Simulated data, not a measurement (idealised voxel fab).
A process module follows: voxel air gaps.
Square cell edge 5 nm, section width 250 nm, ID cut.
Cross-section layout: square cells on a grid; listed as bands, top to bottom; a band spans one or more cell rows.
Band: top height; bottom height; in nm. Then, left to right: material with width in nm, for each material. "throughout": a single material spanning edge to edge. "blank": empty space.
We count height from 0. Below that, the starting wafer is all one material. The lowest band never ends at the bottom but goes on down; see "top 0, no bottom" for how that is written.
Width: "30..40" (first number = top row, second number = bottom row, same change from row to row of cells).
When a step is marked "remains unaltered", none of the cells in the cross-section changed during that step.
In "Fully closed voids" the enclosed voids are listed, meaning empty spaces of 8 cells or larger without any opening to the top. The form is width x height at distance, distance from the left edge, units nm.
On a step's line, text after the settings is the simulator commenting on that step.
overlay nm: right-of-plan distance of the mask on a masked step; negative values mean left-of-plan.
If you're wondering how to read the rest of this, here's the deal. It's pairs of cross-sections: one from before a process step, one from after it. The after one is only drawn as far down as the lowest band that changed. Right under each pair you'll see which step sits between them and what its settings were. Don't read the pairs as one continuous story, though. They can come from different runs of this module on the same starting wafer, and a pair only carries on from the one above it where its entry headed "Pre-process" says so.

# Pre-process
  top 0, no bottom  Si throughout
  Fully closed voids: none

# Cross-Section Thereafter
  top 15, bottom 0  SiO2 throughout
  Unchanged below 0.
  Fully closed voids: none
Before/after cross-sections above; step in between: CONFORMAL_DEP, material SiO2, thk nm 15

Pre-process: The prior state of this step coincides with the post-step cross-section of the pair just above.

# Cross-Section Thereafter
  top 20, bottom 15  SiN throughout
  Unchanged below 15.
  Fully closed voids: none
Before/after cross-sections above; step in between: CONFORMAL_DEP, material SiN, thk nm 5

Pre-process: The prior state of this step coincides with the post-step cross-section of the pair just above.

# Cross-Section Thereafter
  top 60, bottom 20  SiO2 throughout
  Unchanged below 20.
  Fully closed voids: none
Before/after cross-sections above; step in between: DIRECTIONAL_DEP, material SiO2, thk nm 40

Pre-process: The prior state of this step coincides with the post-step cross-section of the pair just above.

# Cross-Section Thereafter
  top 75, bottom 60  aC throughout
  Unchanged below 60.
  Fully closed voids: none
Before/after cross-sections above; step in between: DIRECTIONAL_DEP, material aC, thk nm 15

Pre-process: The prior state of this step coincides with the post-step cross-section of the pair just above.

# Cross-Section Thereafter
  top 110, bottom 75  resist (75); blank (15); resist (25); blank (15); resist (25); blank (15); resist (80)
  Unchanged below 75.
  Fully closed voids: none
Before/after cross-sections above; step in between: PATTERN, tone open, mask id LINES, material resist, width nm 15, pitch nm 40, thk nm 35, overlay nm 0

Pre-process: The prior state of this step coincides with the post-step cross-section of the pair just above.

# Cross-Section Thereafter
  top 95, bottom 75  resist (75); blank (15); resist (25); blank (15); resist (25); blank (15); resist (80)
  top 75, bottom 60  aC (75); blank (15); aC (25); blank (15); aC (25); blank (15); aC (80)
  Unchanged below 60.
  Fully closed voids: none
Before/after cross-sections above; step in between: DIRECTIONAL_ETCH, etch materials aC, depth nm 15

Pre-process: The prior state of this step coincides with the post-step cross-section of the pair just above.

# Cross-Section Thereafter
  top 75, bottom 60  aC (75); blank (15); aC (25); blank (15); aC (25); blank (15); aC (80)
  Unchanged below 60.
  Fully closed voids: none
Before/after cross-sections above; step in between: STRIP, etch materials resist

Pre-process: The prior state of this step coincides with the post-step cross-section of the pair just above.

# Cross-Section Thereafter
  top 75, bottom 60  aC (75); blank (15); aC (25); blank (15); aC (25); blank (15); aC (80)
  top 60, bottom 20  SiO2 (75); blank (15); SiO2 (25); blank (15); SiO2 (25); blank (15); SiO2 (80)
  Unchanged below 20.
  Fully closed voids: none
Before/after cross-sections above; step in between: DIRECTIONAL_ETCH, etch materials SiO2, depth nm 40

Pre-process: The prior state of this step coincides with the post-step cross-section of the pair just above.

# Cross-Section Thereafter
  top 60, bottom 20  SiO2 (75); blank (15); SiO2 (25); blank (15); SiO2 (25); blank (15); SiO2 (80)
  Unchanged below 20.
  Fully closed voids: none
Before/after cross-sections above; step in between: STRIP, etch materials aC

Pre-process: The prior state of this step coincides with the post-step cross-section of the pair just above.

# Cross-Section Thereafter
  top 65, bottom 60  TiN (80); blank (5); TiN (35); blank (5); TiN (35); blank (5); TiN (85)
  top 60, bottom 25  SiO2 (75); TiN (5); blank (5); TiN (5); SiO2 (25); TiN (5); blank (5); TiN (5); SiO2 (25); TiN (5); blank (5); TiN (5); SiO2 (80)
  top 25, bottom 20  SiO2 (75); TiN (15); SiO2 (25); TiN (15); SiO2 (25); TiN (15); SiO2 (80)
  Unchanged below 20.
  Fully closed voids: none
Before/after cross-sections above; step in between: CONFORMAL_DEP, material TiN, thk nm 5

Pre-process: The prior state of this step coincides with the post-step cross-section of the pair just above.

# Cross-Section Thereafter
  top 70, bottom 65  Cu throughout
  top 65, bottom 60  TiN (80); Cu (5); TiN (35); Cu (5); TiN (35); Cu (5); TiN (85)
  top 60, bottom 25  SiO2 (75); TiN (5); Cu (5); TiN (5); SiO2 (25); TiN (5); Cu (5); TiN (5); SiO2 (25); TiN (5); Cu (5); TiN (5); SiO2 (80)
  Unchanged below 25.
  Fully closed voids: none
Before/after cross-sections above; step in between: FILL_DEP, material Cu, thk nm 5

Pre-process: The prior state of this step coincides with the post-step cross-section of the pair just above.

# Cross-Section Thereafter
  top 60, bottom 25  SiO2 (75); TiN (5); Cu (5); TiN (5); SiO2 (25); TiN (5); Cu (5); TiN (5); SiO2 (25); TiN (5); Cu (5); TiN (5); SiO2 (80)
  Unchanged below 25.
  Fully closed voids: none
Before/after cross-sections above; step in between: CMP, height nm 60

Pre-process: The prior state of this step coincides with the post-step cross-section of the pair just above.

# Cross-Section Thereafter
  top 70, bottom 60  blank (65); Ru (35); blank (5); Ru (35); blank (5); Ru (35); blank (70)
  Unchanged below 60.
  Fully closed voids: none
Before/after cross-sections above; step in between: EPI, material Ru, thk nm 10

Pre-process: The prior state of this step coincides with the post-step cross-section of the pair just above.

# Cross-Section Thereafter
  top 70, bottom 60  blank (65); Ru (35); blank (5); Ru (35); blank (5); Ru (35); blank (70)
  top 60, bottom 25  blank (75); TiN (5); Cu (5); TiN (5); blank (25); TiN (5); Cu (5); TiN (5); blank (25); TiN (5); Cu (5); TiN (5); blank (80)
  top 25, bottom 20  blank (75); TiN (15); blank (25); TiN (15); blank (25); TiN (15); blank (80)
  Unchanged below 20.
  Fully closed voids: none
Before/after cross-sections above; step in between: SELECTIVE_ETCH, etch materials SiO2, depth nm 50

Pre-process: The prior state of this step coincides with the post-step cross-section of the pair just above.

# Cross-Section Thereafter
  top 75, bottom 70  blank (60); SiCN (125); blank (65)
  top 70, bottom 60  blank (60); SiCN (5); Ru (35); SiCN (5); Ru (35); SiCN (5); Ru (35); SiCN (5); blank (65)
  top 60, bottom 55  blank (60); SiCN (15); TiN (5); Cu (5); TiN (5); SiCN (25); TiN (5); Cu (5); TiN (5); SiCN (25); TiN (5); Cu (5); TiN (5); SiCN (15); blank (65)
  top 55, bottom 25  blank (70); SiCN (5); TiN (5); Cu (5); TiN (5); SiCN (5); blank (15); SiCN (5); TiN (5); Cu (5); TiN (5); SiCN (5); blank (15); SiCN (5); TiN (5); Cu (5); TiN (5); SiCN (5); blank (75)
  top 25, bottom 20  SiCN (75); TiN (15); SiCN (25); TiN (15); SiCN (25); TiN (15); SiCN (80)
  Unchanged below 20.
  Fully closed voids: 15 x 30 at 95; 15 x 30 at 135
Before/after cross-sections above; step in between: CONFORMAL_DEP, material SiCN, thk nm 5

# Pre-process
  top 15, bottom 0  SiO2 throughout
  top 0, no bottom  Si throughout
  Fully closed voids: none

# Cross-Section Thereafter
  top 55, bottom 0  SiO2 throughout
  Unchanged below 0.
  Fully closed voids: none
Before/after cross-sections above; step in between: DIRECTIONAL_DEP, material SiO2, thk nm 40

Pre-process: The prior state of this step coincides with the post-step cross-section of the pair just above.

# Cross-Section Thereafter
  top 70, bottom 55  aC throughout
  Unchanged below 55.
  Fully closed voids: none
Before/after cross-sections above; step in between: DIRECTIONAL_DEP, material aC, thk nm 15

Pre-process: The prior state of this step coincides with the post-step cross-section of the pair just above.

# Cross-Section Thereafter
  top 105, bottom 70  resist (75); blank (15); resist (25); blank (15); resist (25); blank (15); resist (80)
  Unchanged below 70.
  Fully closed voids: none
Before/after cross-sections above; step in between: PATTERN, tone open, mask id LINES, material resist, width nm 15, pitch nm 40, thk nm 35, overlay nm 0

Pre-process: The prior state of this step coincides with the post-step cross-section of the pair just above.

# Cross-Section Thereafter
  top 90, bottom 70  resist (75); blank (15); resist (25); blank (15); resist (25); blank (15); resist (80)
  top 70, bottom 55  aC (75); blank (15); aC (25); blank (15); aC (25); blank (15); aC (80)
  Unchanged below 55.
  Fully closed voids: none
Before/after cross-sections above; step in between: DIRECTIONAL_ETCH, etch materials aC, depth nm 15

Pre-process: The prior state of this step coincides with the post-step cross-section of the pair just above.

# Cross-Section Thereafter
  top 70, bottom 55  aC (75); blank (15); aC (25); blank (15); aC (25); blank (15); aC (80)
  Unchanged below 55.
  Fully closed voids: none
Before/after cross-sections above; step in between: STRIP, etch materials resist

Pre-process: The prior state of this step coincides with the post-step cross-section of the pair just above.

# Cross-Section Thereafter
  top 70, bottom 55  aC (75); blank (15); aC (25); blank (15); aC (25); blank (15); aC (80)
  top 55, bottom 15  SiO2 (75); blank (15); SiO2 (25); blank (15); SiO2 (25); blank (15); SiO2 (80)
  Unchanged below 15.
  Fully closed voids: none
Before/after cross-sections above; step in between: DIRECTIONAL_ETCH, etch materials SiO2, depth nm 40

Pre-process: The prior state of this step coincides with the post-step cross-section of the pair just above.

# Cross-Section Thereafter
  top 55, bottom 15  SiO2 (75); blank (15); SiO2 (25); blank (15); SiO2 (25); blank (15); SiO2 (80)
  Unchanged below 15.
  Fully closed voids: none
Before/after cross-sections above; step in between: STRIP, etch materials aC

Pre-process: The prior state of this step coincides with the post-step cross-section of the pair just above.

# Cross-Section Thereafter
  top 60, bottom 55  TiN (80); blank (5); TiN (35); blank (5); TiN (35); blank (5); TiN (85)
  top 55, bottom 20  SiO2 (75); TiN (5); blank (5); TiN (5); SiO2 (25); TiN (5); blank (5); TiN (5); SiO2 (25); TiN (5); blank (5); TiN (5); SiO2 (80)
  top 20, bottom 15  SiO2 (75); TiN (15); SiO2 (25); TiN (15); SiO2 (25); TiN (15); SiO2 (80)
  Unchanged below 15.
  Fully closed voids: none
Before/after cross-sections above; step in between: CONFORMAL_DEP, material TiN, thk nm 5

Pre-process: The prior state of this step coincides with the post-step cross-section of the pair just above.

# Cross-Section Thereafter
  top 65, bottom 60  Cu throughout
  top 60, bottom 55  TiN (80); Cu (5); TiN (35); Cu (5); TiN (35); Cu (5); TiN (85)
  top 55, bottom 20  SiO2 (75); TiN (5); Cu (5); TiN (5); SiO2 (25); TiN (5); Cu (5); TiN (5); SiO2 (25); TiN (5); Cu (5); TiN (5); SiO2 (80)
  Unchanged below 20.
  Fully closed voids: none
Before/after cross-sections above; step in between: FILL_DEP, material Cu, thk nm 5

Pre-process: The prior state of this step coincides with the post-step cross-section of the pair just above.

# Cross-Section Thereafter
  top 60, bottom 55  TiN (80); Cu (5); TiN (35); Cu (5); TiN (35); Cu (5); TiN (85)
  Unchanged below 55.
  Fully closed voids: none
Before/after cross-sections above; step in between: CMP, height nm 60

Pre-process: The prior state of this step coincides with the post-step cross-section of the pair just above.

# Cross-Section Thereafter
  top 70, bottom 60  Ru throughout
  Unchanged below 60.
  Fully closed voids: none
Before/after cross-sections above; step in between: EPI, material Ru, thk nm 10

Pre-process: The prior state of this step coincides with the post-step cross-section of the pair just above.

# Cross-Section Thereafter
  top 75, bottom 70  SiCN throughout
  Unchanged below 70.
  Fully closed voids: none
Before/after cross-sections above; step in between: CONFORMAL_DEP, material SiCN, thk nm 5

# Pre-process
  top 15, bottom 0  SiO2 throughout
  top 0, no bottom  Si throughout
  Fully closed voids: none

# Cross-Section Thereafter
  top 30, bottom 0  SiO2 throughout
  Unchanged below 0.
  Fully closed voids: none
Before/after cross-sections above; step in between: CONFORMAL_DEP, material SiO2, thk nm 15

Pre-process: The prior state of this step coincides with the post-step cross-section of the pair just above.

# Cross-Section Thereafter
  top 35, bottom 30  SiN throughout
  Unchanged below 30.
  Fully closed voids: none
Before/after cross-sections above; step in between: CONFORMAL_DEP, material SiN, thk nm 5

Pre-process: The prior state of this step coincides with the post-step cross-section of the pair just above.

# Cross-Section Thereafter
  top 75, bottom 35  SiO2 throughout
  Unchanged below 35.
  Fully closed voids: none
Before/after cross-sections above; step in between: DIRECTIONAL_DEP, material SiO2, thk nm 40

Pre-process: The prior state of this step coincides with the post-step cross-section of the pair just above.

# Cross-Section Thereafter
  top 90, bottom 75  aC throughout
  Unchanged below 75.
  Fully closed voids: none
Before/after cross-sections above; step in between: DIRECTIONAL_DEP, material aC, thk nm 15

Pre-process: The prior state of this step coincides with the post-step cross-section of the pair just above.

# Cross-Section Thereafter
  top 125, bottom 90  resist (75); blank (15); resist (25); blank (15); resist (25); blank (15); resist (80)
  Unchanged below 90.
  Fully closed voids: none
Before/after cross-sections above; step in between: PATTERN, tone open, mask id LINES, material resist, width nm 15, pitch nm 40, thk nm 35, overlay nm 0

Pre-process: The prior state of this step coincides with the post-step cross-section of the pair just above.

# Cross-Section Thereafter
  top 110, bottom 90  resist (75); blank (15); resist (25); blank (15); resist (25); blank (15); resist (80)
  top 90, bottom 75  aC (75); blank (15); aC (25); blank (15); aC (25); blank (15); aC (80)
  Unchanged below 75.
  Fully closed voids: none
Before/after cross-sections above; step in between: DIRECTIONAL_ETCH, etch materials aC, depth nm 15

Pre-process: The prior state of this step coincides with the post-step cross-section of the pair just above.

# Cross-Section Thereafter
  top 90, bottom 75  aC (75); blank (15); aC (25); blank (15); aC (25); blank (15); aC (80)
  Unchanged below 75.
  Fully closed voids: none
Before/after cross-sections above; step in between: STRIP, etch materials resist

Pre-process: The prior state of this step coincides with the post-step cross-section of the pair just above.

# Cross-Section Thereafter
  top 90, bottom 75  aC (75); blank (15); aC (25); blank (15); aC (25); blank (15); aC (80)
  top 75, bottom 35  SiO2 (75); blank (15); SiO2 (25); blank (15); SiO2 (25); blank (15); SiO2 (80)
  Unchanged below 35.
  Fully closed voids: none
Before/after cross-sections above; step in between: DIRECTIONAL_ETCH, etch materials SiO2, depth nm 40

Pre-process: The prior state of this step coincides with the post-step cross-section of the pair just above.

# Cross-Section Thereafter
  top 75, bottom 35  SiO2 (75); blank (15); SiO2 (25); blank (15); SiO2 (25); blank (15); SiO2 (80)
  Unchanged below 35.
  Fully closed voids: none
Before/after cross-sections above; step in between: STRIP, etch materials aC

Pre-process: The prior state of this step coincides with the post-step cross-section of the pair just above.

# Cross-Section Thereafter
  top 80, bottom 75  TiN (80); blank (5); TiN (35); blank (5); TiN (35); blank (5); TiN (85)
  top 75, bottom 40  SiO2 (75); TiN (5); blank (5); TiN (5); SiO2 (25); TiN (5); blank (5); TiN (5); SiO2 (25); TiN (5); blank (5); TiN (5); SiO2 (80)
  top 40, bottom 35  SiO2 (75); TiN (15); SiO2 (25); TiN (15); SiO2 (25); TiN (15); SiO2 (80)
  Unchanged below 35.
  Fully closed voids: none
Before/after cross-sections above; step in between: CONFORMAL_DEP, material TiN, thk nm 5

Pre-process: The prior state of this step coincides with the post-step cross-section of the pair just above.

# Cross-Section Thereafter
  top 85, bottom 80  Cu throughout
  top 80, bottom 75  TiN (80); Cu (5); TiN (35); Cu (5); TiN (35); Cu (5); TiN (85)
  top 75, bottom 40  SiO2 (75); TiN (5); Cu (5); TiN (5); SiO2 (25); TiN (5); Cu (5); TiN (5); SiO2 (25); TiN (5); Cu (5); TiN (5); SiO2 (80)
  Unchanged below 40.
  Fully closed voids: none
Before/after cross-sections above; step in between: FILL_DEP, material Cu, thk nm 5

Pre-process: The prior state of this step coincides with the post-step cross-section of the pair just above.

# Cross-Section Thereafter
  top 60, bottom 40  SiO2 (75); TiN (5); Cu (5); TiN (5); SiO2 (25); TiN (5); Cu (5); TiN (5); SiO2 (25); TiN (5); Cu (5); TiN (5); SiO2 (80)
  Unchanged below 40.
  Fully closed voids: none
Before/after cross-sections above; step in between: CMP, height nm 60

Pre-process: The prior state of this step coincides with the post-step cross-section of the pair just above.

# Cross-Section Thereafter
  top 70, bottom 60  blank (65); Ru (35); blank (5); Ru (35); blank (5); Ru (35); blank (70)
  Unchanged below 60.
  Fully closed voids: none
Before/after cross-sections above; step in between: EPI, material Ru, thk nm 10

Pre-process: The prior state of this step coincides with the post-step cross-section of the pair just above.

# Cross-Section Thereafter
  top 70, bottom 60  blank (65); Ru (35); blank (5); Ru (35); blank (5); Ru (35); blank (70)
  top 60, bottom 40  blank (75); TiN (5); Cu (5); TiN (5); blank (25); TiN (5); Cu (5); TiN (5); blank (25); TiN (5); Cu (5); TiN (5); blank (80)
  top 40, bottom 35  blank (75); TiN (15); blank (25); TiN (15); blank (25); TiN (15); blank (80)
  Unchanged below 35.
  Fully closed voids: none
Before/after cross-sections above; step in between: SELECTIVE_ETCH, etch materials SiO2, depth nm 50

Pre-process: The prior state of this step coincides with the post-step cross-section of the pair just above.

# Cross-Section Thereafter
  top 75, bottom 70  blank (60); SiCN (125); blank (65)
  top 70, bottom 60  blank (60); SiCN (5); Ru (35); SiCN (5); Ru (35); SiCN (5); Ru (35); SiCN (5); blank (65)
  top 60, bottom 55  blank (60); SiCN (15); TiN (5); Cu (5); TiN (5); SiCN (25); TiN (5); Cu (5); TiN (5); SiCN (25); TiN (5); Cu (5); TiN (5); SiCN (15); blank (65)
  top 55, bottom 40  blank (70); SiCN (5); TiN (5); Cu (5); TiN (5); SiCN (5); blank (15); SiCN (5); TiN (5); Cu (5); TiN (5); SiCN (5); blank (15); SiCN (5); TiN (5); Cu (5); TiN (5); SiCN (5); blank (75)
  top 40, bottom 35  SiCN (75); TiN (15); SiCN (25); TiN (15); SiCN (25); TiN (15); SiCN (80)
  Unchanged below 35.
  Fully closed voids: 15 x 15 at 95; 15 x 15 at 135
Before/after cross-sections above; step in between: CONFORMAL_DEP, material SiCN, thk nm 5

# Pre-process
  top 60, bottom 25  SiO2 (75); TiN (5); Cu (5); TiN (5); SiO2 (25); TiN (5); Cu (5); TiN (5); SiO2 (25); TiN (5); Cu (5); TiN (5); SiO2 (80)
  top 25, bottom 20  SiO2 (75); TiN (15); SiO2 (25); TiN (15); SiO2 (25); TiN (15); SiO2 (80)
  top 20, bottom 15  SiN throughout
  top 15, bottom 0  SiO2 throughout
  top 0, no bottom  Si throughout
  Fully closed voids: none

# Cross-Section Thereafter
  top 60, bottom 25  blank (75); TiN (5); Cu (5); TiN (5); blank (25); TiN (5); Cu (5); TiN (5); blank (25); TiN (5); Cu (5); TiN (5); blank (80)
  top 25, bottom 20  blank (75); TiN (15); blank (25); TiN (15); blank (25); TiN (15); blank (80)
  Unchanged below 20.
  Fully closed voids: none
Before/after cross-sections above; step in between: SELECTIVE_ETCH, etch materials SiO2, depth nm 50

Pre-process: The prior state of this step coincides with the post-step cross-section of the pair just above.

# Cross-Section Thereafter
  top 70, bottom 60  blank (65); Ru (35); blank (5); Ru (35); blank (5); Ru (35); blank (70)
  top 60, bottom 25  blank (65); Ru (10); TiN (5); Cu (5); TiN (5); Ru (10); blank (5); Ru (10); TiN (5); Cu (5); TiN (5); Ru (10); blank (5); Ru (10); TiN (5); Cu (5); TiN (5); Ru (10); blank (70)
  top 25, bottom 20  blank (65); Ru (10); TiN (15); Ru (10); blank (5); Ru (10); TiN (15); Ru (10); blank (5); Ru (10); TiN (15); Ru (10); blank (70)
  Unchanged below 20.
  Fully closed voids: none
Before/after cross-sections above; step in between: EPI, material Ru, thk nm 10

Pre-process: The prior state of this step coincides with the post-step cross-section of the pair just above.

# Cross-Section Thereafter
  top 75, bottom 70  blank (60); SiCN (125); blank (65)
  top 70, bottom 60  blank (60); SiCN (5); Ru (35); SiCN (5); Ru (35); SiCN (5); Ru (35); SiCN (5); blank (65)
  top 60, bottom 25  blank (60); SiCN (5); Ru (10); TiN (5); Cu (5); TiN (5); Ru (10); SiCN (5); Ru (10); TiN (5); Cu (5); TiN (5); Ru (10); SiCN (5); Ru (10); TiN (5); Cu (5); TiN (5); Ru (10); SiCN (5); blank (65)
  top 25, bottom 20  SiCN (65); Ru (10); TiN (15); Ru (10); SiCN (5); Ru (10); TiN (15); Ru (10); SiCN (5); Ru (10); TiN (15); Ru (10); SiCN (70)
  Unchanged below 20.
  Fully closed voids: none
Before/after cross-sections above; step in between: CONFORMAL_DEP, material SiCN, thk nm 5

# Pre-process
  top 70, bottom 65  Cu throughout
  top 65, bottom 60  TiN (80); Cu (5); TiN (35); Cu (5); TiN (35); Cu (5); TiN (85)
  top 60, bottom 25  SiO2 (75); TiN (5); Cu (5); TiN (5); SiO2 (25); TiN (5); Cu (5); TiN (5); SiO2 (25); TiN (5); Cu (5); TiN (5); SiO2 (80)
  top 25, bottom 20  SiO2 (75); TiN (15); SiO2 (25); TiN (15); SiO2 (25); TiN (15); SiO2 (80)
  top 20, bottom 15  SiN throughout
  top 15, bottom 0  SiO2 throughout
  top 0, no bottom  Si throughout
  Fully closed voids: none

# Cross-Section Thereafter
  top 55, bottom 25  SiO2 (75); TiN (5); Cu (5); TiN (5); SiO2 (25); TiN (5); Cu (5); TiN (5); SiO2 (25); TiN (5); Cu (5); TiN (5); SiO2 (80)
  Unchanged below 25.
  Fully closed voids: none
Before/after cross-sections above; step in between: CMP, height nm 55

Pre-process: The prior state of this step coincides with the post-step cross-section of the pair just above.

# Cross-Section Thereafter
  top 65, bottom 55  blank (65); Ru (35); blank (5); Ru (35); blank (5); Ru (35); blank (70)
  Unchanged below 55.
  Fully closed voids: none
Before/after cross-sections above; step in between: EPI, material Ru, thk nm 10

Pre-process: The prior state of this step coincides with the post-step cross-section of the pair just above.

# Cross-Section Thereafter
  top 65, bottom 55  blank (65); Ru (35); blank (5); Ru (35); blank (5); Ru (35); blank (70)
  top 55, bottom 25  blank (75); TiN (5); Cu (5); TiN (5); blank (25); TiN (5); Cu (5); TiN (5); blank (25); TiN (5); Cu (5); TiN (5); blank (80)
  top 25, bottom 20  blank (75); TiN (15); blank (25); TiN (15); blank (25); TiN (15); blank (80)
  Unchanged below 20.
  Fully closed voids: none
Before/after cross-sections above; step in between: SELECTIVE_ETCH, etch materials SiO2, depth nm 50

Pre-process: The prior state of this step coincides with the post-step cross-section of the pair just above.

# Cross-Section Thereafter
  top 70, bottom 65  blank (60); SiCN (125); blank (65)
  top 65, bottom 55  blank (60); SiCN (5); Ru (35); SiCN (5); Ru (35); SiCN (5); Ru (35); SiCN (5); blank (65)
  top 55, bottom 50  blank (60); SiCN (15); TiN (5); Cu (5); TiN (5); SiCN (25); TiN (5); Cu (5); TiN (5); SiCN (25); TiN (5); Cu (5); TiN (5); SiCN (15); blank (65)
  top 50, bottom 25  blank (70); SiCN (5); TiN (5); Cu (5); TiN (5); SiCN (5); blank (15); SiCN (5); TiN (5); Cu (5); TiN (5); SiCN (5); blank (15); SiCN (5); TiN (5); Cu (5); TiN (5); SiCN (5); blank (75)
  top 25, bottom 20  SiCN (75); TiN (15); SiCN (25); TiN (15); SiCN (25); TiN (15); SiCN (80)
  Unchanged below 20.
  Fully closed voids: 15 x 25 at 95; 15 x 25 at 135
Before/after cross-sections above; step in between: CONFORMAL_DEP, material SiCN, thk nm 5

# Pre-process
  top 75, bottom 60  aC throughout
  top 60, bottom 20  SiO2 throughout
  top 20, bottom 15  SiN throughout
  top 15, bottom 0  SiO2 throughout
  top 0, no bottom  Si throughout
  Fully closed voids: none

# Cross-Section Thereafter
  top 110, bottom 75  resist (70); blank (25); resist (15); blank (25); resist (15); blank (25); resist (75)
  Unchanged below 75.
  Fully closed voids: none
Before/after cross-sections above; step in between: PATTERN, tone open, mask id LINES, material resist, width nm 25, pitch nm 40, thk nm 35, overlay nm 0

Pre-process: The prior state of this step coincides with the post-step cross-section of the pair just above.

# Cross-Section Thereafter
  top 95, bottom 75  resist (70); blank (25); resist (15); blank (25); resist (15); blank (25); resist (75)
  top 75, bottom 60  aC (70); blank (25); aC (15); blank (25); aC (15); blank (25); aC (75)
  Unchanged below 60.
  Fully closed voids: none
Before/after cross-sections above; step in between: DIRECTIONAL_ETCH, etch materials aC, depth nm 15

Pre-process: The prior state of this step coincides with the post-step cross-section of the pair just above.

# Cross-Section Thereafter
  top 75, bottom 60  aC (70); blank (25); aC (15); blank (25); aC (15); blank (25); aC (75)
  Unchanged below 60.
  Fully closed voids: none
Before/after cross-sections above; step in between: STRIP, etch materials resist

Pre-process: The prior state of this step coincides with the post-step cross-section of the pair just above.

# Cross-Section Thereafter
  top 75, bottom 60  aC (70); blank (25); aC (15); blank (25); aC (15); blank (25); aC (75)
  top 60, bottom 20  SiO2 (70); blank (25); SiO2 (15); blank (25); SiO2 (15); blank (25); SiO2 (75)
  Unchanged below 20.
  Fully closed voids: none
Before/after cross-sections above; step in between: DIRECTIONAL_ETCH, etch materials SiO2, depth nm 40

Pre-process: The prior state of this step coincides with the post-step cross-section of the pair just above.

# Cross-Section Thereafter
  top 60, bottom 20  SiO2 (70); blank (25); SiO2 (15); blank (25); SiO2 (15); blank (25); SiO2 (75)
  Unchanged below 20.
  Fully closed voids: none
Before/after cross-sections above; step in between: STRIP, etch materials aC

Pre-process: The prior state of this step coincides with the post-step cross-section of the pair just above.

# Cross-Section Thereafter
  top 65, bottom 60  TiN (75); blank (15); TiN (25); blank (15); TiN (25); blank (15); TiN (80)
  top 60, bottom 25  SiO2 (70); TiN (5); blank (15); TiN (5); SiO2 (15); TiN (5); blank (15); TiN (5); SiO2 (15); TiN (5); blank (15); TiN (5); SiO2 (75)
  top 25, bottom 20  SiO2 (70); TiN (25); SiO2 (15); TiN (25); SiO2 (15); TiN (25); SiO2 (75)
  Unchanged below 20.
  Fully closed voids: none
Before/after cross-sections above; step in between: CONFORMAL_DEP, material TiN, thk nm 5

Pre-process: The prior state of this step coincides with the post-step cross-section of the pair just above.

# Cross-Section Thereafter
  top 70, bottom 65  Cu throughout
  top 65, bottom 60  TiN (75); Cu (15); TiN (25); Cu (15); TiN (25); Cu (15); TiN (80)
  top 60, bottom 25  SiO2 (70); TiN (5); Cu (15); TiN (5); SiO2 (15); TiN (5); Cu (15); TiN (5); SiO2 (15); TiN (5); Cu (15); TiN (5); SiO2 (75)
  Unchanged below 25.
  Fully closed voids: none
Before/after cross-sections above; step in between: FILL_DEP, material Cu, thk nm 5

Pre-process: The prior state of this step coincides with the post-step cross-section of the pair just above.

# Cross-Section Thereafter
  top 60, bottom 25  SiO2 (70); TiN (5); Cu (15); TiN (5); SiO2 (15); TiN (5); Cu (15); TiN (5); SiO2 (15); TiN (5); Cu (15); TiN (5); SiO2 (75)
  Unchanged below 25.
  Fully closed voids: none
Before/after cross-sections above; step in between: CMP, height nm 60

Pre-process: The prior state of this step coincides with the post-step cross-section of the pair just above.

# Cross-Section Thereafter
  top 70, bottom 60  blank (60); Ru (125); blank (65)
  Unchanged below 60.
  Fully closed voids: none
Before/after cross-sections above; step in between: EPI, material Ru, thk nm 10

Pre-process: The prior state of this step coincides with the post-step cross-section of the pair just above.

# Cross-Section Thereafter
  top 70, bottom 60  blank (60); Ru (125); blank (65)
  top 60, bottom 25  blank (70); TiN (5); Cu (15); TiN (5); SiO2 (15); TiN (5); Cu (15); TiN (5); SiO2 (15); TiN (5); Cu (15); TiN (5); blank (75)
  top 25, bottom 20  blank (70); TiN (25); SiO2 (15); TiN (25); SiO2 (15); TiN (25); blank (75)
  Unchanged below 20.
  Fully closed voids: none
Before/after cross-sections above; step in between: SELECTIVE_ETCH, etch materials SiO2, depth nm 50

Pre-process: The prior state of this step coincides with the post-step cross-section of the pair just above.

# Cross-Section Thereafter
  top 75, bottom 70  blank (55); SiCN (135); blank (60)
  top 70, bottom 60  blank (55); SiCN (5); Ru (125); SiCN (5); blank (60)
  top 60, bottom 55  blank (55); SiCN (15); TiN (5); Cu (15); TiN (5); SiO2 (15); TiN (5); Cu (15); TiN (5); SiO2 (15); TiN (5); Cu (15); TiN (5); SiCN (15); blank (60)
  top 55, bottom 25  blank (65); SiCN (5); TiN (5); Cu (15); TiN (5); SiO2 (15); TiN (5); Cu (15); TiN (5); SiO2 (15); TiN (5); Cu (15); TiN (5); SiCN (5); blank (70)
  top 25, bottom 20  SiCN (70); TiN (25); SiO2 (15); TiN (25); SiO2 (15); TiN (25); SiCN (75)
  Unchanged below 20.
  Fully closed voids: none
Before/after cross-sections above; step in between: CONFORMAL_DEP, material SiCN, thk nm 5

# Pre-process
  top 75, bottom 60  aC throughout
  top 60, bottom 20  SiO2 throughout
  top 20, bottom 15  SiN throughout
  top 15, bottom 0  SiO2 throughout
  top 0, no bottom  Si throughout
  Fully closed voids: none

# Cross-Section Thereafter
  top 110, bottom 75  resist (80); blank (15); resist (25); blank (15); resist (25); blank (15); resist (75)
  Unchanged below 75.
  Fully closed voids: none
Before/after cross-sections above; step in between: PATTERN, tone open, mask id LINES, material resist, width nm 15, pitch nm 40, thk nm 35, overlay nm 5

Pre-process: The prior state of this step coincides with the post-step cross-section of the pair just above.

# Cross-Section Thereafter
  top 95, bottom 75  resist (80); blank (15); resist (25); blank (15); resist (25); blank (15); resist (75)
  top 75, bottom 60  aC (80); blank (15); aC (25); blank (15); aC (25); blank (15); aC (75)
  Unchanged below 60.
  Fully closed voids: none
Before/after cross-sections above; step in between: DIRECTIONAL_ETCH, etch materials aC, depth nm 15

Pre-process: The prior state of this step coincides with the post-step cross-section of the pair just above.

# Cross-Section Thereafter
  top 75, bottom 60  aC (80); blank (15); aC (25); blank (15); aC (25); blank (15); aC (75)
  Unchanged below 60.
  Fully closed voids: none
Before/after cross-sections above; step in between: STRIP, etch materials resist

Pre-process: The prior state of this step coincides with the post-step cross-section of the pair just above.

# Cross-Section Thereafter
  top 75, bottom 60  aC (80); blank (15); aC (25); blank (15); aC (25); blank (15); aC (75)
  top 60, bottom 20  SiO2 (80); blank (15); SiO2 (25); blank (15); SiO2 (25); blank (15); SiO2 (75)
  Unchanged below 20.
  Fully closed voids: none
Before/after cross-sections above; step in between: DIRECTIONAL_ETCH, etch materials SiO2, depth nm 40
